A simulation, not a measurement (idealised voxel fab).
You're looking at the process module voxel air gaps.
The width of the displayed cross-section, cut, is 280 nm; its cells are square, with a size of 5 nm.
If you're reading a cross-section in this doc, picture square cells in a grid; it comes to you as bands, top ones listed first down to the bottom, and a band can be one or more rows of cells.
Top height, bottom height, nm. Materials left to right, width each, nm. Single material + "everywhere" = fills band edge to edge. "empty" = empty.
Heads up on the height convention: 0 is the point under which the incoming wafer is all one material, and the lowest band has no bottom, it just keeps going down, like "0 down".
So if you see something like "30 to 40" for the width, read it as the top row of the band sitting at the first number and the bottom row at the second, with every row in between moving by the same amount as the last.
Take "same as before" at face value: in the step it is given for, the cross-section changed in none of its cells.
Basically, "closed voids" tells you about the enclosed voids: empty spaces with no open way to the top, 8 cells or bigger, each written width x height at distance, where distance is from the left edge, all in nm.
On a step's line, text after the settings is the simulator commenting on that step.
overlay nm: on a step with a mask, how far right of its planned place the mask lay; negative means left.

-- Process steps - plan
1 RECEIVE,material Si
2 CONFORMAL_DEP,material SiO2,thk nm 10
3 CONFORMAL_DEP,material SiCN,thk nm 5
4 DIRECTIONAL_DEP,material lowk,thk nm 30
5 PATTERN,tone open,mask id LINES,material resist,width nm 20,pitch nm 45,thk nm 15,overlay nm 0
6 DIRECTIONAL_ETCH,etch materials lowk,depth nm 30
7 STRIP,etch materials resist
8 CONFORMAL_DEP,material TiN,thk nm 5
9 FILL_DEP,material Cu,thk nm 5
10 CMP,height nm 45
11 EPI,material Ru,thk nm 10
12 SELECTIVE_ETCH,etch materials lowk,depth nm 40
13 CONFORMAL_DEP,material SiCN,thk nm 5

-- Run as planned: first of two wafers

-- Step 1 complete: cross-section of the wafer as received
* 0 down = Si everywhere
* closed voids: none

-- Wafer after step 2 (cross-section)
* 10 to 0 = SiO2 everywhere
* At heights below 0, the structure remains unaltered.

-- Wafer after step 3 (cross-section)
* 15 to 10 = SiCN everywhere
* At heights below 10, the structure remains unaltered.

-- Wafer after step 4 (cross-section)
* 45 to 15 = lowk everywhere
* At heights below 15, the structure remains unaltered.

-- Wafer after step 5 (cross-section)
* 60 to 45 = 60 resist / 20 empty / 25 resist / 20 empty / 25 resist / 20 empty / 25 resist / 20 empty / 65 resist
* At heights below 45, the structure remains unaltered.

-- Wafer after step 6 (cross-section)
* 60 to 45 = 60 resist / 20 empty / 25 resist / 20 empty / 25 resist / 20 empty / 25 resist / 20 empty / 65 resist
* 45 to 15 = 60 lowk / 20 empty / 25 lowk / 20 empty / 25 lowk / 20 empty / 25 lowk / 20 empty / 65 lowk
* At heights below 15, the structure remains unaltered.

-- Wafer after step 7 (cross-section)
* 45 to 15 = 60 lowk / 20 empty / 25 lowk / 20 empty / 25 lowk / 20 empty / 25 lowk / 20 empty / 65 lowk
* At heights below 15, the structure remains unaltered.

-- Wafer after step 8 (cross-section)
* 50 to 45 = 65 TiN / 10 empty / 35 TiN / 10 empty / 35 TiN / 10 empty / 35 TiN / 10 empty / 70 TiN
* 45 to 20 = 60 lowk / 5 TiN / 10 empty / 5 TiN / 25 lowk / 5 TiN / 10 empty / 5 TiN / 25 lowk / 5 TiN / 10 empty / 5 TiN / 25 lowk / 5 TiN / 10 empty / 5 TiN / 65 lowk
* 20 to 15 = 60 lowk / 20 TiN / 25 lowk / 20 TiN / 25 lowk / 20 TiN / 25 lowk / 20 TiN / 65 lowk
* At heights below 15, the structure remains unaltered.

-- Wafer after step 9 (cross-section)
* 55 to 50 = Cu everywhere
* 50 to 45 = 65 TiN / 10 Cu / 35 TiN / 10 Cu / 35 TiN / 10 Cu / 35 TiN / 10 Cu / 70 TiN
* 45 to 20 = 60 lowk / 5 TiN / 10 Cu / 5 TiN / 25 lowk / 5 TiN / 10 Cu / 5 TiN / 25 lowk / 5 TiN / 10 Cu / 5 TiN / 25 lowk / 5 TiN / 10 Cu / 5 TiN / 65 lowk
* At heights below 20, the structure remains unaltered.

-- Wafer after step 10 (cross-section)
* 45 to 20 = 60 lowk / 5 TiN / 10 Cu / 5 TiN / 25 lowk / 5 TiN / 10 Cu / 5 TiN / 25 lowk / 5 TiN / 10 Cu / 5 TiN / 25 lowk / 5 TiN / 10 Cu / 5 TiN / 65 lowk
* At heights below 20, the structure remains unaltered.

-- Wafer after step 11 (cross-section)
* 55 to 45 = 50 empty / 40 Ru / 5 empty / 40 Ru / 5 empty / 40 Ru / 5 empty / 40 Ru / 55 empty
* At heights below 45, the structure remains unaltered.

-- Wafer after step 12 (cross-section)
* 55 to 45 = 50 empty / 40 Ru / 5 empty / 40 Ru / 5 empty / 40 Ru / 5 empty / 40 Ru / 55 empty
* 45 to 20 = 60 empty / 5 TiN / 10 Cu / 5 TiN / 25 empty / 5 TiN / 10 Cu / 5 TiN / 25 empty / 5 TiN / 10 Cu / 5 TiN / 25 empty / 5 TiN / 10 Cu / 5 TiN / 65 empty
* 20 to 15 = 60 empty / 20 TiN / 25 empty / 20 TiN / 25 empty / 20 TiN / 25 empty / 20 TiN / 65 empty
* At heights below 15, the structure remains unaltered.

-- Wafer after step 13 (cross-section)
* 60 to 55 = 45 empty / 185 SiCN / 50 empty
* 55 to 45 = 45 empty / 5 SiCN / 40 Ru / 5 SiCN / 40 Ru / 5 SiCN / 40 Ru / 5 SiCN / 40 Ru / 5 SiCN / 50 empty
* 45 to 40 = 45 empty / 15 SiCN / 5 TiN / 10 Cu / 5 TiN / 25 SiCN / 5 TiN / 10 Cu / 5 TiN / 25 SiCN / 5 TiN / 10 Cu / 5 TiN / 25 SiCN / 5 TiN / 10 Cu / 5 TiN / 15 SiCN / 50 empty
* 40 to 20 = 55 empty / 5 SiCN / 5 TiN / 10 Cu / 5 TiN / 5 SiCN / 15 empty / 5 SiCN / 5 TiN / 10 Cu / 5 TiN / 5 SiCN / 15 empty / 5 SiCN / 5 TiN / 10 Cu / 5 TiN / 5 SiCN / 15 empty / 5 SiCN / 5 TiN / 10 Cu / 5 TiN / 5 SiCN / 60 empty
* 20 to 15 = 60 SiCN / 20 TiN / 25 SiCN / 20 TiN / 25 SiCN / 20 TiN / 25 SiCN / 20 TiN / 65 SiCN
* At heights below 15, the structure remains unaltered.
* closed voids: 15 x 20 at 85; 15 x 20 at 130; 15 x 20 at 175

-- Wafer two. Same start, same plan, one slip in execution. Same as wafer one through step 4, inclusive

-- The second wafer in cross-section, at the planned close of step 5
* 60 to 45 = 60 empty / 20 resist / 25 empty / 20 resist / 25 empty / 20 resist / 25 empty / 20 resist / 65 empty
* At heights below 45, the structure remains unaltered.

-- The second wafer in cross-section, at the planned close of step 6
* 60 to 45 = 60 empty / 20 resist / 25 empty / 20 resist / 25 empty / 20 resist / 25 empty / 20 resist / 65 empty
* 45 to 15 = 60 empty / 20 lowk / 25 empty / 20 lowk / 25 empty / 20 lowk / 25 empty / 20 lowk / 65 empty
* At heights below 15, the structure remains unaltered.

-- The second wafer in cross-section, at the planned close of step 7
* 45 to 15 = 60 empty / 20 lowk / 25 empty / 20 lowk / 25 empty / 20 lowk / 25 empty / 20 lowk / 65 empty
* At heights below 15, the structure remains unaltered.

-- The second wafer in cross-section, at the planned close of step 8
* 50 to 45 = 55 empty / 30 TiN / 15 empty / 30 TiN / 15 empty / 30 TiN / 15 empty / 30 TiN / 60 empty
* 45 to 20 = 55 empty / 5 TiN / 20 lowk / 5 TiN / 15 empty / 5 TiN / 20 lowk / 5 TiN / 15 empty / 5 TiN / 20 lowk / 5 TiN / 15 empty / 5 TiN / 20 lowk / 5 TiN / 60 empty
* 20 to 15 = 60 TiN / 20 lowk / 25 TiN / 20 lowk / 25 TiN / 20 lowk / 25 TiN / 20 lowk / 65 TiN
* At heights below 15, the structure remains unaltered.

-- The second wafer in cross-section, at the planned close of step 9
* 55 to 50 = Cu everywhere
* 50 to 45 = 55 Cu / 30 TiN / 15 Cu / 30 TiN / 15 Cu / 30 TiN / 15 Cu / 30 TiN / 60 Cu
* 45 to 20 = 55 Cu / 5 TiN / 20 lowk / 5 TiN / 15 Cu / 5 TiN / 20 lowk / 5 TiN / 15 Cu / 5 TiN / 20 lowk / 5 TiN / 15 Cu / 5 TiN / 20 lowk / 5 TiN / 60 Cu
* At heights below 20, the structure remains unaltered.

-- The second wafer in cross-section, at the planned close of step 10
* 45 to 20 = 55 Cu / 5 TiN / 20 lowk / 5 TiN / 15 Cu / 5 TiN / 20 lowk / 5 TiN / 15 Cu / 5 TiN / 20 lowk / 5 TiN / 15 Cu / 5 TiN / 20 lowk / 5 TiN / 60 Cu
* At heights below 20, the structure remains unaltered.

-- The second wafer in cross-section, at the planned close of step 11
* 55 to 45 = Ru everywhere
* At heights below 45, the structure remains unaltered.

The second wafer in cross-section, at the planned close of step 12: same as before

-- The second wafer in cross-section, at the planned close of step 13
* 60 to 55 = SiCN everywhere
* At heights below 55, the structure remains unaltered.
Which mistake was made when the wafer was run? the process deviated at step 5: the operation and settings actually run there were PATTERN,tone cover,mask id LINES,material resist,width nm 20,pitch nm 45,thk nm 15,overlay nm 0
Upon completion, the second wafer contains, in terms of cells, a greater or smaller amount of certain materials than the first wafer: Cu +120 | Ru +48 | SiCN -84 | TiN +24 | lowk +96
Wafer, first: 3 closed voids at end. Wafer, second: 0.
